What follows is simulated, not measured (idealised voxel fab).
process module | voxel self aligned vias
cross-section cut | 235 nm wide | cells 5 nm
A cross-section is a grid of square cells, given in bands from the top down. A band is one or more rows of cells.
Each band's line starts with the height of the band's top and of its bottom, in nm. Then come its materials from left to right, each with its width in nm. One material with "throughout" fills the band from edge to edge. "air" is empty space.
Height 0 is the level under which the wafer as received is all one material. The lowest band goes on downwards, as in "0 down".
A width such as "30 to 40" changes by the same amount from each row of cells to the next, from the band's top row to its bottom row.
"no change" after a step means that no cell of the cross-section changed.
closed voids: empty space of 8 cells or more with no open way to the top, each as width x height at its distance from the left edge, in nm
after a step's settings: what the simulator itself notes on the step
overlay nm, on a step with a mask: how far to the right of its planned place the mask lay; to the left if negative
Each pair below shows a cross-section before one step and the cross-section after it, down to the lowest band that changed. The line under each pair gives the step between them, with its settings. The pairs can come from different runs of this module on the same starting wafer, so a pair continues from the pair above only where its "before" says so.
before
  55 to 45: aC throughout
  45 to 15: lowk throughout
  15 to 10: SiCN throughout
  10 to 0: SiO2 throughout
  0 down: Si throughout
  closed voids: none
after
  85 to 55: resist 60 | air 20 | resist 35 | air 20 | resist 35 | air 20 | resist 45
  below 55: unchanged
  closed voids: none
the step between: op PATTERN | tone open | mask id LINES | material resist | width nm 20 | pitch nm 55 | thk nm 30 | overlay nm 10
before: the cross-section after the pair above
after
  75 to 55: resist 60 | air 20 | resist 35 | air 20 | resist 35 | air 20 | resist 45
  55 to 45: aC 60 | air 20 | aC 35 | air 20 | aC 35 | air 20 | aC 45
  below 45: unchanged
  closed voids: none
the step between: op DIRECTIONAL_ETCH | etch materials aC | depth nm 10
before: the cross-section after the pair above
after
  55 to 45: aC 60 | air 20 | aC 35 | air 20 | aC 35 | air 20 | aC 45
  below 45: unchanged
  closed voids: none
the step between: op STRIP | etch materials resist
before: the cross-section after the pair above
after
  55 to 45: aC 60 | air 20 | aC 35 | air 20 | aC 35 | air 20 | aC 45
  45 to 15: lowk 60 | air 20 | lowk 35 | air 20 | lowk 35 | air 20 | lowk 45
  below 15: unchanged
  closed voids: none
the step between: op DIRECTIONAL_ETCH | etch materials lowk | depth nm 30
before: the cross-section after the pair above
after
  45 to 15: lowk 60 | air 20 | lowk 35 | air 20 | lowk 35 | air 20 | lowk 45
  below 15: unchanged
  closed voids: none
the step between: op STRIP | etch materials aC
before: the cross-section after the pair above
after
  50 to 45: TiN 65 | air 10 | TiN 45 | air 10 | TiN 45 | air 10 | TiN 50
  45 to 20: lowk 60 | TiN 5 | air 10 | TiN 5 | lowk 35 | TiN 5 | air 10 | TiN 5 | lowk 35 | TiN 5 | air 10 | TiN 5 | lowk 45
  20 to 15: lowk 60 | TiN 20 | lowk 35 | TiN 20 | lowk 35 | TiN 20 | lowk 45
  below 15: unchanged
  closed voids: none
the step between: op CONFORMAL_DEP | material TiN | thk nm 5
before: the cross-section after the pair above
after
  60 to 50: Ru throughout
  50 to 45: TiN 65 | Ru 10 | TiN 45 | Ru 10 | TiN 45 | Ru 10 | TiN 50
  45 to 20: lowk 60 | TiN 5 | Ru 10 | TiN 5 | lowk 35 | TiN 5 | Ru 10 | TiN 5 | lowk 35 | TiN 5 | Ru 10 | TiN 5 | lowk 45
  below 20: unchanged
  closed voids: none
the step between: op FILL_DEP | material Ru | thk nm 10
before: the cross-section after the pair above
after
  45 to 20: lowk 60 | TiN 5 | Ru 10 | TiN 5 | lowk 35 | TiN 5 | Ru 10 | TiN 5 | lowk 35 | TiN 5 | Ru 10 | TiN 5 | lowk 45
  below 20: unchanged
  closed voids: none
the step between: op CMP | height nm 45
before: the cross-section after the pair above
after
  45 to 35: lowk 60 | air 20 | lowk 35 | air 20 | lowk 35 | air 20 | lowk 45
  below 35: unchanged
  closed voids: none
the step between: op SELECTIVE_ETCH | etch materials W Ru TiN | depth nm 10
before: the cross-section after the pair above
after
  55 to 45: SiN throughout
  45 to 35: lowk 60 | SiN 20 | lowk 35 | SiN 20 | lowk 35 | SiN 20 | lowk 45
  below 35: unchanged
  closed voids: none
the step between: op FILL_DEP | material SiN | thk nm 10
before: the cross-section after the pair above
after
  45 to 35: lowk 60 | SiN 20 | lowk 35 | SiN 20 | lowk 35 | SiN 20 | lowk 45
  below 35: unchanged
  closed voids: none
the step between: op CMP | height nm 45
before: the cross-section after the pair above
after
  60 to 45: lowk throughout
  below 45: unchanged
  closed voids: none
the step between: op DIRECTIONAL_DEP | material lowk | thk nm 15
before: the cross-section after the pair above
after
  75 to 60: resist 45 | air 30 | resist 80 | air 30 | resist 50
  below 60: unchanged
  closed voids: none
the step between: op PATTERN | tone open | mask id VIAS | material resist | width nm 30 | pitch nm 110 | thk nm 15 | overlay nm 0
before: the cross-section after the pair above
after
  75 to 60: resist 45 | air 30 | resist 80 | air 30 | resist 50
  60 to 45: lowk 45 | air 30 | lowk 80 | air 30 | lowk 50
  below 45: unchanged
  closed voids: none
the step between: op DIRECTIONAL_ETCH | etch materials lowk | depth nm 15
before: the cross-section after the pair above
after
  75 to 60: resist 45 | air 30 | resist 80 | air 30 | resist 50
  60 to 45: lowk 45 | air 30 | lowk 80 | air 30 | lowk 50
  45 to 35: lowk 60 | air 15 | SiN 5 | lowk 35 | SiN 20 | lowk 35 | air 15 | SiN 5 | lowk 45
  below 35: unchanged
  closed voids: none
the step between: op DIRECTIONAL_ETCH | etch materials SiN | depth nm 10
before: the cross-section after the pair above
after
  60 to 45: lowk 45 | air 30 | lowk 80 | air 30 | lowk 50
  below 45: unchanged
  closed voids: none
the step between: op STRIP | etch materials resist
before: the cross-section after the pair above
after
  65 to 60: TiN 50 | air 20 | TiN 90 | air 20 | TiN 55
  60 to 50: lowk 45 | TiN 5 | air 20 | TiN 5 | lowk 80 | TiN 5 | air 20 | TiN 5 | lowk 50
  50 to 45: lowk 45 | TiN 20 | air 5 | TiN 5 | lowk 80 | TiN 20 | air 5 | TiN 5 | lowk 50
  45 to 40: lowk 60 | TiN 5 | air 5 | TiN 5 | SiN 5 | lowk 35 | SiN 20 | lowk 35 | TiN 5 | air 5 | TiN 5 | SiN 5 | lowk 45
  40 to 35: lowk 60 | TiN 15 | SiN 5 | lowk 35 | SiN 20 | lowk 35 | TiN 15 | SiN 5 | lowk 45
  below 35: unchanged
  closed voids: none
the step between: op CONFORMAL_DEP | material TiN | thk nm 5
before: the cross-section after the pair above
after
  70 to 65: Cu throughout
  65 to 60: TiN 50 | Cu 20 | TiN 90 | Cu 20 | TiN 55
  60 to 50: lowk 45 | TiN 5 | Cu 20 | TiN 5 | lowk 80 | TiN 5 | Cu 20 | TiN 5 | lowk 50
  50 to 45: lowk 45 | TiN 20 | Cu 5 | TiN 5 | lowk 80 | TiN 20 | Cu 5 | TiN 5 | lowk 50
  45 to 40: lowk 60 | TiN 5 | Cu 5 | TiN 5 | SiN 5 | lowk 35 | SiN 20 | lowk 35 | TiN 5 | Cu 5 | TiN 5 | SiN 5 | lowk 45
  below 40: unchanged
  closed voids: none
the step between: op FILL_DEP | material Cu | thk nm 5
before: the cross-section after the pair above
after
  60 to 50: lowk 45 | TiN 5 | Cu 20 | TiN 5 | lowk 80 | TiN 5 | Cu 20 | TiN 5 | lowk 50
  below 50: unchanged
  closed voids: none
the step between: op CMP | height nm 60
before: the cross-section after the pair above
after
  65 to 60: SiN throughout
  below 60: unchanged
  closed voids: none
the step between: op CONFORMAL_DEP | material SiN | thk nm 5
before
  45 to 15: lowk 50 | air 20 | lowk 35 | air 20 | lowk 35 | air 20 | lowk 55
  15 to 10: SiCN throughout
  10 to 0: SiO2 throughout
  0 down: Si throughout
  closed voids: none
after
  50 to 20: lowk 55 | air 10 | lowk 45 | air 10 | lowk 45 | air 10 | lowk 60
  20 to 15: lowk throughout
  below 15: unchanged
  closed voids: none
the step between: op CONFORMAL_DEP | material lowk | thk nm 5
before: the cross-section after the pair above
after
  60 to 50: Ru throughout
  50 to 20: lowk 55 | Ru 10 | lowk 45 | Ru 10 | lowk 45 | Ru 10 | lowk 60
  below 20: unchanged
  closed voids: none
the step between: op FILL_DEP | material Ru | thk nm 10
before: the cross-section after the pair above
after
  45 to 20: lowk 55 | Ru 10 | lowk 45 | Ru 10 | lowk 45 | Ru 10 | lowk 60
  below 20: unchanged
  closed voids: none
the step between: op CMP | height nm 45
before: the cross-section after the pair above
after
  45 to 35: lowk 55 | air 10 | lowk 45 | air 10 | lowk 45 | air 10 | lowk 60
  below 35: unchanged
  closed voids: none
the step between: op SELECTIVE_ETCH | etch materials W Ru TiN | depth nm 10
before: the cross-section after the pair above
after
  55 to 45: SiN throughout
  45 to 35: lowk 55 | SiN 10 | lowk 45 | SiN 10 | lowk 45 | SiN 10 | lowk 60
  below 35: unchanged
  closed voids: none
the step between: op FILL_DEP | material SiN | thk nm 10
before: the cross-section after the pair above
after
  45 to 35: lowk 55 | SiN 10 | lowk 45 | SiN 10 | lowk 45 | SiN 10 | lowk 60
  below 35: unchanged
  closed voids: none
the step between: op CMP | height nm 45
before: the cross-section after the pair above
after
  60 to 45: lowk throughout
  below 45: unchanged
  closed voids: none
the step between: op DIRECTIONAL_DEP | material lowk | thk nm 15
before: the cross-section after the pair above
after
  75 to 60: resist 45 | air 30 | resist 80 | air 30 | resist 50
  below 60: unchanged
  closed voids: none
the step between: op PATTERN | tone open | mask id VIAS | material resist | width nm 30 | pitch nm 110 | thk nm 15 | overlay nm 0
before: the cross-section after the pair above
after
  75 to 60: resist 45 | air 30 | resist 80 | air 30 | resist 50
  60 to 45: lowk 45 | air 30 | lowk 80 | air 30 | lowk 50
  below 45: unchanged
  closed voids: none
the step between: op DIRECTIONAL_ETCH | etch materials lowk | depth nm 15
before: the cross-section after the pair above
after
  75 to 60: resist 45 | air 30 | resist 80 | air 30 | resist 50
  60 to 45: lowk 45 | air 30 | lowk 80 | air 30 | lowk 50
  45 to 35: lowk 55 | air 10 | lowk 45 | SiN 10 | lowk 45 | air 10 | lowk 60
  below 35: unchanged
  closed voids: none
the step between: op DIRECTIONAL_ETCH | etch materials SiN | depth nm 10
before: the cross-section after the pair above
after
  60 to 45: lowk 45 | air 30 | lowk 80 | air 30 | lowk 50
  below 45: unchanged
  closed voids: none
the step between: op STRIP | etch materials resist
before: the cross-section after the pair above
after
  65 to 60: TiN 50 | air 20 | TiN 90 | air 20 | TiN 55
  60 to 50: lowk 45 | TiN 5 | air 20 | TiN 5 | lowk 80 | TiN 5 | air 20 | TiN 5 | lowk 50
  50 to 45: lowk 45 | TiN 30 | lowk 80 | TiN 30 | lowk 50
  45 to 35: lowk 55 | TiN 10 | lowk 45 | SiN 10 | lowk 45 | TiN 10 | lowk 60
  below 35: unchanged
  closed voids: none
the step between: op CONFORMAL_DEP | material TiN | thk nm 5
before: the cross-section after the pair above
after
  70 to 65: Cu throughout
  65 to 60: TiN 50 | Cu 20 | TiN 90 | Cu 20 | TiN 55
  60 to 50: lowk 45 | TiN 5 | Cu 20 | TiN 5 | lowk 80 | TiN 5 | Cu 20 | TiN 5 | lowk 50
  below 50: unchanged
  closed voids: none
the step between: op FILL_DEP | material Cu | thk nm 5
before: the cross-section after the pair above
after
  60 to 50: lowk 45 | TiN 5 | Cu 20 | TiN 5 | lowk 80 | TiN 5 | Cu 20 | TiN 5 | lowk 50
  below 50: unchanged
  closed voids: none
the step between: op CMP | height nm 60
before: the cross-section after the pair above
after
  65 to 60: SiN throughout
  below 60: unchanged
  closed voids: none
the step between: op CONFORMAL_DEP | material SiN | thk nm 5
before
  55 to 45: aC throughout
  45 to 15: lowk throughout
  15 to 10: SiCN throughout
  10 to 0: SiO2 throughout
  0 down: Si throughout
  closed voids: none
after
  85 to 55: air 50 | resist 20 | air 35 | resist 20 | air 35 | resist 20 | air 55
  below 55: unchanged
  closed voids: none
the step between: op PATTERN | tone cover | mask id LINES | material resist | width nm 20 | pitch nm 55 | thk nm 30 | overlay nm 0
before: the cross-section after the pair above
after
  75 to 55: air 50 | resist 20 | air 35 | resist 20 | air 35 | resist 20 | air 55
  55 to 45: air 50 | aC 20 | air 35 | aC 20 | air 35 | aC 20 | air 55
  below 45: unchanged
  closed voids: none
the step between: op DIRECTIONAL_ETCH | etch materials aC | depth nm 10
before: the cross-section after the pair above
after
  55 to 45: air 50 | aC 20 | air 35 | aC 20 | air 35 | aC 20 | air 55
  below 45: unchanged
  closed voids: none
the step between: op STRIP | etch materials resist
before: the cross-section after the pair above
after
  55 to 45: air 50 | aC 20 | air 35 | aC 20 | air 35 | aC 20 | air 55
  45 to 15: air 50 | lowk 20 | air 35 | lowk 20 | air 35 | lowk 20 | air 55
  below 15: unchanged
  closed voids: none
the step between: op DIRECTIONAL_ETCH | etch materials lowk | depth nm 30
before: the cross-section after the pair above
after
  45 to 15: air 50 | lowk 20 | air 35 | lowk 20 | air 35 | lowk 20 | air 55
  below 15: unchanged
  closed voids: none
the step between: op STRIP | etch materials aC
before: the cross-section after the pair above
after
  50 to 45: air 45 | TiN 30 | air 25 | TiN 30 | air 25 | TiN 30 | air 50
  45 to 20: air 45 | TiN 5 | lowk 20 | TiN 5 | air 25 | TiN 5 | lowk 20 | TiN 5 | air 25 | TiN 5 | lowk 20 | TiN 5 | air 50
  20 to 15: TiN 50 | lowk 20 | TiN 35 | lowk 20 | TiN 35 | lowk 20 | TiN 55
  below 15: unchanged
  closed voids: none
the step between: op CONFORMAL_DEP | material TiN | thk nm 5
before: the cross-section after the pair above
after
  60 to 50: Ru throughout
  50 to 45: Ru 45 | TiN 30 | Ru 25 | TiN 30 | Ru 25 | TiN 30 | Ru 50
  45 to 20: Ru 45 | TiN 5 | lowk 20 | TiN 5 | Ru 25 | TiN 5 | lowk 20 | TiN 5 | Ru 25 | TiN 5 | lowk 20 | TiN 5 | Ru 50
  below 20: unchanged
  closed voids: none
the step between: op FILL_DEP | material Ru | thk nm 10
before: the cross-section after the pair above
after
  45 to 20: Ru 45 | TiN 5 | lowk 20 | TiN 5 | Ru 25 | TiN 5 | lowk 20 | TiN 5 | Ru 25 | TiN 5 | lowk 20 | TiN 5 | Ru 50
  below 20: unchanged
  closed voids: none
the step between: op CMP | height nm 45
before: the cross-section after the pair above
after
  45 to 35: air 50 | lowk 20 | air 35 | lowk 20 | air 35 | lowk 20 | air 55
  below 35: unchanged
  closed voids: none
the step between: op SELECTIVE_ETCH | etch materials W Ru TiN | depth nm 10
before: the cross-section after the pair above
after
  55 to 45: SiN throughout
  45 to 35: SiN 50 | lowk 20 | SiN 35 | lowk 20 | SiN 35 | lowk 20 | SiN 55
  below 35: unchanged
  closed voids: none
the step between: op FILL_DEP | material SiN | thk nm 10
before: the cross-section after the pair above
after
  45 to 35: SiN 50 | lowk 20 | SiN 35 | lowk 20 | SiN 35 | lowk 20 | SiN 55
  below 35: unchanged
  closed voids: none
the step between: op CMP | height nm 45
before: the cross-section after the pair above
after
  60 to 45: lowk throughout
  below 45: unchanged
  closed voids: none
the step between: op DIRECTIONAL_DEP | material lowk | thk nm 15
before: the cross-section after the pair above
after
  75 to 60: resist 45 | air 30 | resist 80 | air 30 | resist 50
  below 60: unchanged
  closed voids: none
the step between: op PATTERN | tone open | mask id VIAS | material resist | width nm 30 | pitch nm 110 | thk nm 15 | overlay nm 0
before: the cross-section after the pair above
after
  75 to 60: resist 45 | air 30 | resist 80 | air 30 | resist 50
  60 to 45: lowk 45 | air 30 | lowk 80 | air 30 | lowk 50
  below 45: unchanged
  closed voids: none
the step between: op DIRECTIONAL_ETCH | etch materials lowk | depth nm 15
before: the cross-section after the pair above
after
  75 to 60: resist 45 | air 30 | resist 80 | air 30 | resist 50
  60 to 45: lowk 45 | air 30 | lowk 80 | air 30 | lowk 50
  45 to 35: SiN 45 | air 5 | lowk 20 | air 5 | SiN 30 | lowk 20 | SiN 30 | air 5 | lowk 20 | air 5 | SiN 50
  below 35: unchanged
  closed voids: none
the step between: op DIRECTIONAL_ETCH | etch materials SiN | depth nm 10
before: the cross-section after the pair above
after
  60 to 45: lowk 45 | air 30 | lowk 80 | air 30 | lowk 50
  below 45: unchanged
  closed voids: none
the step between: op STRIP | etch materials resist
before: the cross-section after the pair above
after
  65 to 60: TiN 50 | air 20 | TiN 90 | air 20 | TiN 55
  60 to 50: lowk 45 | TiN 5 | air 20 | TiN 5 | lowk 80 | TiN 5 | air 20 | TiN 5 | lowk 50
  50 to 45: lowk 45 | TiN 30 | lowk 80 | TiN 30 | lowk 50
  45 to 35: SiN 45 | TiN 5 | lowk 20 | TiN 5 | SiN 30 | lowk 20 | SiN 30 | TiN 5 | lowk 20 | TiN 5 | SiN 50
  below 35: unchanged
  closed voids: none
the step between: op CONFORMAL_DEP | material TiN | thk nm 5
before: the cross-section after the pair above
after
  70 to 65: Cu throughout
  65 to 60: TiN 50 | Cu 20 | TiN 90 | Cu 20 | TiN 55
  60 to 50: lowk 45 | TiN 5 | Cu 20 | TiN 5 | lowk 80 | TiN 5 | Cu 20 | TiN 5 | lowk 50
  below 50: unchanged
  closed voids: none
the step between: op FILL_DEP | material Cu | thk nm 5
before: the cross-section after the pair above
after
  60 to 50: lowk 45 | TiN 5 | Cu 20 | TiN 5 | lowk 80 | TiN 5 | Cu 20 | TiN 5 | lowk 50
  below 50: unchanged
  closed voids: none
the step between: op CMP | height nm 60
before: the cross-section after the pair above
after
  65 to 60: SiN throughout
  below 60: unchanged
  closed voids: none
the step between: op CONFORMAL_DEP | material SiN | thk nm 5
